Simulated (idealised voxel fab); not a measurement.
You're looking at the process module voxel released beams.
cross-section cut | 195 nm wide | cells 5 nm
A cross-section in this document is a grid of square cells, and it is written down as bands, the top band listed before the ones below it; a band is made up of one or more rows of cells.
In this notation a band is specified by the heights of its top and bottom, in that order and in nm, after which its materials appear from left to right, each paired with its width in nm. The word "everywhere" attached to a single material means that material fills the band from edge to edge; the word "blank" stands for empty space.
Height datum 0, below which the as-received substrate wafer is one material. Lowest band open at the bottom, running downward: "0..down".
Think of "30 to 40" as a width that walks from the first number to the second as you go down the band, top row to bottom row, taking equal-sized steps from row to row.
"changes: none" for a step: no cell of the cross-section changed in that step.
"Listed closed voids": sealed empty spaces, 8 cells or more, no open way to top, listed width x height at distance, with distance from the left edge and width, height and distance in nm.
Anything after a step's settings on that line? It's the simulator's own note about the step.
When a step includes a mask, the "overlay nm" setting on its line states how far to the right of its planned place that mask lay, and negative values state how far to the left.

This section lists the process steps that were planned
1 RECEIVE (material Si)
2 CONFORMAL_DEP (material SiN; thk nm 10)
3 DIRECTIONAL_DEP (material SiO2; thk nm 10)
4 DIRECTIONAL_DEP (material aC; thk nm 10)
5 PATTERN (tone open; mask id ANCHOR; material resist; width nm 35; thk nm 25; overlay nm 0)
6 DIRECTIONAL_ETCH (etch materials aC; depth nm 10)
7 STRIP (etch materials resist)
8 DIRECTIONAL_ETCH (etch materials SiO2; depth nm 10)
9 STRIP (etch materials aC)
10 CONFORMAL_DEP (material polySi; thk nm 15)
11 DIRECTIONAL_DEP (material aC; thk nm 15)
12 PATTERN (tone cover; mask id BEAM; material resist; width nm 100; thk nm 30; overlay nm 0)
13 DIRECTIONAL_ETCH (etch materials aC; depth nm 15)
14 STRIP (etch materials resist)
15 DIRECTIONAL_ETCH (etch materials polySi; depth nm 15)
16 STRIP (etch materials aC)
17 STRIP (etch materials SiO2)
Across this set of wafers, the varied parameter is the width nm of step 5. Starting conditions are identical for every wafer, and the plan reports the value assigned to the first wafer.

Cross-section, first of several wafers, as delivered after step 1
    0..down  Si everywhere
    Listed closed voids: none

Wafer rows; end of module; cells per material since receipt: (+) gained, (-) lost; then closed voids
width nm 35; +78 SiN; +72 polySi; Listed closed voids: none
width nm 40; +78 SiN; +72 polySi; Listed closed voids: none
width nm 45; +78 SiN; +72 polySi; Listed closed voids: none
width nm 50; +78 SiN; +72 polySi; Listed closed voids: none
width nm 55; +78 SiN; +72 polySi; Listed closed voids: none
width nm 60; +78 SiN; +72 polySi; Listed closed voids: none
